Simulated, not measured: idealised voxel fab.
This is a process module. Its name is voxel released beams.
The width of the displayed cross-section, cut, is 275 nm; its cells are square, with a size of 5 nm.
A cross-section is a grid of square cells, given in bands from the top down. A band is one or more rows of cells.
The entry gives the band's vertical extent as a top height and a bottom height in nm, then its horizontal make-up as materials from left to right, each with a width in nm. "empty" stands for empty space; a single material marked "edge to edge" fills the band edge to edge.
Convention: height 0 is the level below which the wafer, as received, is all one material. The lowest band does not terminate at the bottom but continues downward, represented as "top 0, no bottom".
The two numbers in a width such as "30..40" mark its ends across the band: the first belongs to the top row of cells, the second to the bottom row, and from each row to the next the width moves by the same amount.
Where a step carries "no alteration", the cross-section came out of it unchanged, cell for cell.
In "Voids, fully enclosed" the enclosed voids are listed, meaning empty spaces of 8 cells or larger without any opening to the top. The form is width x height at distance, distance from the left edge, units nm.
Whatever follows a step's settings on its line is a remark the simulator itself makes about that step.
For masked steps, "overlay nm" on the step line gives how far right of plan the mask actually lay; a minus sign means it lay to the left.
-- Set out below are the planned steps of the process
1,RECEIVE | material Si
2,CONFORMAL_DEP | material Al2O3 | thk nm 5
3,DIRECTIONAL_DEP | material SiO2 | thk nm 10
4,DIRECTIONAL_DEP | material aC | thk nm 15
5,PATTERN | tone open | mask id ANCHOR | material resist | width nm 45 | thk nm 35 | overlay nm 0
6,DIRECTIONAL_ETCH | etch materials aC | depth nm 15
7,STRIP | etch materials resist
8,DIRECTIONAL_ETCH | etch materials SiO2 | depth nm 10
9,STRIP | etch materials aC
10,CONFORMAL_DEP | material polySi | thk nm 15
11,PATTERN | tone cover | mask id BEAM | material resist | width nm 95 | thk nm 20 | overlay nm 0
12,DIRECTIONAL_ETCH | etch materials polySi | depth nm 15
13,STRIP | etch materials resist
14,STRIP | etch materials SiO2
-- The first of two wafers, run as planned
-- Cross-section of the wafer upon arrival, representing the state reached after step 1
	top 0, no bottom: Si edge to edge
	Voids, fully enclosed: none
-- Wafer xsec, post step 2
	top 5, bottom 0: Al2O3 edge to edge
	Anything lower than 0 is untouched.
-- Wafer xsec, post step 3
	top 15, bottom 5: SiO2 edge to edge
	Anything lower than 5 is untouched.
-- Wafer xsec, post step 4
	top 30, bottom 15: aC edge to edge
	Anything lower than 15 is untouched.
-- Wafer xsec, post step 5
	top 65, bottom 30: resist: 90, then empty: 45, then resist: 140
	Anything lower than 30 is untouched.
-- Wafer xsec, post step 6
	top 50, bottom 30: resist: 90, then empty: 45, then resist: 140
	top 30, bottom 15: aC: 90, then empty: 45, then aC: 140
	Anything lower than 15 is untouched.
-- Wafer xsec, post step 7
	top 30, bottom 15: aC: 90, then empty: 45, then aC: 140
	Anything lower than 15 is untouched.
-- Wafer xsec, post step 8
	top 30, bottom 15: aC: 90, then empty: 45, then aC: 140
	top 15, bottom 5: SiO2: 90, then empty: 45, then SiO2: 140
	Anything lower than 5 is untouched.
-- Wafer xsec, post step 9
	top 15, bottom 5: SiO2: 90, then empty: 45, then SiO2: 140
	Anything lower than 5 is untouched.
-- Wafer xsec, post step 10
	top 30, bottom 20: polySi: 105, then empty: 15, then polySi: 155
	top 20, bottom 15: polySi edge to edge
	top 15, bottom 5: SiO2: 90, then polySi: 45, then SiO2: 140
	Anything lower than 5 is untouched.
-- Wafer xsec, post step 11
	top 50, bottom 30: empty: 85, then resist: 95, then empty: 95
	top 30, bottom 20: polySi: 105, then resist: 15, then polySi: 155
	Anything lower than 20 is untouched.
-- Wafer xsec, post step 12
	top 50, bottom 30: empty: 85, then resist: 95, then empty: 95
	top 30, bottom 20: empty: 85, then polySi: 20, then resist: 15, then polySi: 60, then empty: 95
	top 20, bottom 15: empty: 85, then polySi: 95, then empty: 95
	Anything lower than 15 is untouched.
-- Wafer xsec, post step 13
	top 30, bottom 20: empty: 85, then polySi: 20, then empty: 15, then polySi: 60, then empty: 95
	Anything lower than 20 is untouched.
-- Wafer xsec, post step 14
	top 30, bottom 20: empty: 85, then polySi: 20, then empty: 15, then polySi: 60, then empty: 95
	top 20, bottom 15: empty: 85, then polySi: 95, then empty: 95
	top 15, bottom 5: empty: 90, then polySi: 45, then empty: 140
	Anything lower than 5 is untouched.
-- Companion wafer, the second of two: same beginning, same intended sequence, one mistake in carrying it out; through step 4 inclusive it tracks the first exactly
-- Second wafer cross-section, taken as of the time the plan sets for step 5 to be done
	top 65, bottom 30: resist: 85, then empty: 55, then resist: 135
	Anything lower than 30 is untouched.
-- Second wafer cross-section, taken as of the time the plan sets for step 6 to be done
	top 50, bottom 30: resist: 85, then empty: 55, then resist: 135
	top 30, bottom 15: aC: 85, then empty: 55, then aC: 135
	Anything lower than 15 is untouched.
-- Second wafer cross-section, taken as of the time the plan sets for step 7 to be done
	top 30, bottom 15: aC: 85, then empty: 55, then aC: 135
	Anything lower than 15 is untouched.
-- Second wafer cross-section, taken as of the time the plan sets for step 8 to be done
	top 30, bottom 15: aC: 85, then empty: 55, then aC: 135
	top 15, bottom 5: SiO2: 85, then empty: 55, then SiO2: 135
	Anything lower than 5 is untouched.
-- Second wafer cross-section, taken as of the time the plan sets for step 9 to be done
	top 15, bottom 5: SiO2: 85, then empty: 55, then SiO2: 135
	Anything lower than 5 is untouched.
-- Second wafer cross-section, taken as of the time the plan sets for step 10 to be done
	top 30, bottom 20: polySi: 100, then empty: 25, then polySi: 150
	top 20, bottom 15: polySi edge to edge
	top 15, bottom 5: SiO2: 85, then polySi: 55, then SiO2: 135
	Anything lower than 5 is untouched.
-- Second wafer cross-section, taken as of the time the plan sets for step 11 to be done
	top 50, bottom 30: empty: 85, then resist: 95, then empty: 95
	top 30, bottom 20: polySi: 100, then resist: 25, then polySi: 150
	Anything lower than 20 is untouched.
-- Second wafer cross-section, taken as of the time the plan sets for step 12 to be done
	top 50, bottom 30: empty: 85, then resist: 95, then empty: 95
	top 30, bottom 20: empty: 85, then polySi: 15, then resist: 25, then polySi: 55, then empty: 95
	top 20, bottom 15: empty: 85, then polySi: 95, then empty: 95
	Anything lower than 15 is untouched.
-- Second wafer cross-section, taken as of the time the plan sets for step 13 to be done
	top 30, bottom 20: empty: 85, then polySi: 15, then empty: 25, then polySi: 55, then empty: 95
	Anything lower than 20 is untouched.
-- Second wafer cross-section, taken as of the time the plan sets for step 14 to be done
	top 30, bottom 20: empty: 85, then polySi: 15, then empty: 25, then polySi: 55, then empty: 95
	top 20, bottom 15: empty: 85, then polySi: 95, then empty: 95
	top 15, bottom 5: empty: 85, then polySi: 55, then empty: 135
	Anything lower than 5 is untouched.
Processing error: rather than as planned, step 5 actually ran as PATTERN | tone open | mask id ANCHOR | material resist | width nm 55 | thk nm 35 | overlay nm 0
Comparing end states, the material composition by cell count is preserved from the first wafer to the second, while the locations of the cells are not.
